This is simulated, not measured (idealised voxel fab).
The process module that follows is named voxel released beams.
Xsec cut, 165 nm wide, square cell size 5 nm.
A cross-section is written here as square cells arranged in a grid, and it is given in bands from the top down, each band taking up one or more rows of cells. Band: top height; bottom height; in nm. Then, left to right: material with width in nm, for each material. "everywhere": a single material spanning edge to edge. "blank": empty space. Note: height 0 marks the level under which the wafer is uniformly one material as received. Lowest band unbounded below, written "from 0 down". When a width is written as two numbers, as in "30->40", the first number is the width in the top row of cells of the band and the second is the width in its bottom row, and the width changes by the same amount from each row to the next. "no alteration" (step): cross-section cells unchanged, all of them. "Closed void inventory": empty spaces of 8 cells or more with no open way to the top, each given as width x height at distance, distance from the left edge, all in nm. Where a step's line continues beyond its settings, the continuation is a remark by the simulator itself on that step. The setting "overlay nm" may be written on the line of a step. When the step uses a mask, the value reports how far to the right of the planned place the mask lay, and a negative value reports that it lay to the left.
### Process steps foreseen in the plan
step 1: RECEIVE: material Si
step 2: CONFORMAL_DEP: material Al2O3, thk nm 5
step 3: DIRECTIONAL_DEP: material SiO2, thk nm 20
step 4: PATTERN: tone open, mask id ANCHOR, material resist, width nm 35, thk nm 15, overlay nm 0
step 5: DIRECTIONAL_ETCH: etch materials SiO2, depth nm 20
step 6: STRIP: etch materials resist
step 7: CONFORMAL_DEP: material W, thk nm 10
step 8: DIRECTIONAL_DEP: material aC, thk nm 10
step 9: PATTERN: tone cover, mask id BEAM, material resist, width nm 110, thk nm 30, overlay nm 0
step 10: DIRECTIONAL_ETCH: etch materials aC, depth nm 10
step 11: STRIP: etch materials resist
step 12: DIRECTIONAL_ETCH: etch materials W, depth nm 10
step 13: STRIP: etch materials aC
step 14: STRIP: etch materials SiO2
Wafer-to-wafer difference: width nm, step 9. Common start. Plan = first wafer's value.
### The first of several wafers in cross-section, exactly as it reached us after step 1
	from 0 down: Si everywhere
	Closed void inventory: none
### Take any row and you have a wafer at the end of the module: how many cells of each material it has gained (+) or lost (-) since it was received, and then its closed voids
width nm 110; +33 Al2O3; +60 W; Closed void inventory: none
width nm 115; +33 Al2O3; +62 W; Closed void inventory: none
width nm 120; +33 Al2O3; +64 W; Closed void inventory: none
width nm 125; +33 Al2O3; +66 W; Closed void inventory: none
width nm 130; +33 Al2O3; +68 W; Closed void inventory: none
width nm 135; +33 Al2O3; +70 W; Closed void inventory: none
